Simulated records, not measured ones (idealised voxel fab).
process module | voxel capacitor over wiring
cross-section cut | 295 nm wide | cells 5 nm
A cross-section is a grid of square cells, given in bands from the top down. A band is one or more rows of cells.
Each band's line starts with the height of the band's top and of its bottom, in nm. Then come its materials from left to right, each with its width in nm. One material with "throughout" fills the band from edge to edge. "air" is empty space.
Height 0 is the level under which the wafer as received is all one material. The lowest band goes on downwards, as in "0 down".
A width such as "30 to 40" changes by the same amount from each row of cells to the next, from the band's top row to its bottom row.
"no change" after a step means that no cell of the cross-section changed.
closed voids: empty space of 8 cells or more with no open way to the top, each as width x height at its distance from the left edge, in nm
after a step's settings: what the simulator itself notes on the step
overlay nm, on a step with a mask: how far to the right of its planned place the mask lay; to the left if negative
plan
1 op RECEIVE | material Si
2 op CONFORMAL_DEP | material SiO2 | thk nm 10
3 op DIRECTIONAL_DEP | material TiN | thk nm 5
4 op DIRECTIONAL_DEP | material W | thk nm 20
5 op MASKED_ETCH | tone cover | mask id METAL_1 | width nm 30 | pitch nm 100 | etch materials W | depth nm 20 | overlay nm 0
6 op MASKED_ETCH | tone cover | mask id METAL_1 | width nm 30 | pitch nm 100 | etch materials TiN | depth nm 5 | overlay nm 0
7 op FILL_DEP | material SiO2 | thk nm 5
8 op CMP | height nm 35
9 op CONFORMAL_DEP | material SiCN | thk nm 5
10 op DIRECTIONAL_DEP | material lowk | thk nm 20
11 op MASKED_ETCH | tone open | mask id PLUG_1 | width nm 15 | etch materials lowk | depth nm 20 | overlay nm 0
12 op MASKED_ETCH | tone open | mask id PLUG_1 | width nm 15 | etch materials SiCN | depth nm 5 | overlay nm 0
13 op EPI | material Ru | thk nm 10
14 op EPI | material Ru | thk nm 10
15 op EPI | material Ru | thk nm 5
16 op DIRECTIONAL_DEP | material TiN | thk nm 5
17 op DIRECTIONAL_DEP | material Al2O3 | thk nm 5
18 op DIRECTIONAL_DEP | material TiN | thk nm 5
19 op DIRECTIONAL_DEP | material aC | thk nm 15
20 op PATTERN | tone cover | mask id UPPER_PLATE | material resist | width nm 75 | thk nm 30 | overlay nm 0
21 op DIRECTIONAL_ETCH | etch materials aC | depth nm 15
22 op STRIP | etch materials resist
23 op DIRECTIONAL_ETCH | etch materials TiN | depth nm 5
24 op DIRECTIONAL_ETCH | etch materials Al2O3 | depth nm 5
25 op STRIP | etch materials aC
26 op DIRECTIONAL_DEP | material aC | thk nm 10
27 op PATTERN | tone cover | mask id LOWER_PLATE | material resist | width nm 85 | thk nm 30 | overlay nm 0
28 op DIRECTIONAL_ETCH | etch materials aC | depth nm 10
29 op STRIP | etch materials resist
30 op DIRECTIONAL_ETCH | etch materials TiN | depth nm 5
31 op STRIP | etch materials aC
32 op FILL_DEP | material SiO2 | thk nm 20
33 op CMP | height nm 90
34 op PATTERN | tone open | mask id PLUG_2 | material resist | width nm 15 | thk nm 15 | overlay nm 0
35 op DIRECTIONAL_ETCH | etch materials SiO2 | depth nm 15
36 op STRIP | etch materials resist
37 op CONFORMAL_DEP | material TiN | thk nm 5
38 op FILL_DEP | material Ru | thk nm 10
39 op CMP | height nm 90
40 op CONFORMAL_DEP | material SiCN | thk nm 5
as received, after step 1
  0 down: Si throughout
  closed voids: none
a wafer at the end: this start, this plan, one mistake
  95 to 90: SiCN throughout
  90 to 80: SiO2 105 | TiN 5 | Ru 5 | TiN 5 | SiO2 175
  80 to 70: SiO2 105 to 100 | TiN 15 to 65 | SiO2 175 to 130
  70 to 65: SiO2 100 | Al2O3 65 | SiO2 130
  65 to 60: SiO2 90 | TiN 85 | SiO2 120
  60 to 40: lowk 95 | Ru 15 | lowk 185
  40 to 35: SiCN 95 | Ru 15 | SiCN 185
  35 to 15: SiO2 80 | W 30 | SiO2 70 | W 30 | SiO2 85
  15 to 10: SiO2 80 | TiN 30 | SiO2 70 | TiN 30 | SiO2 85
  10 to 0: SiO2 throughout
  0 down: Si throughout
  closed voids: none
what went wrong: step 20 ran as: op PATTERN | tone cover | mask id UPPER_PLATE | material resist | width nm 65 | thk nm 30 | overlay nm 0
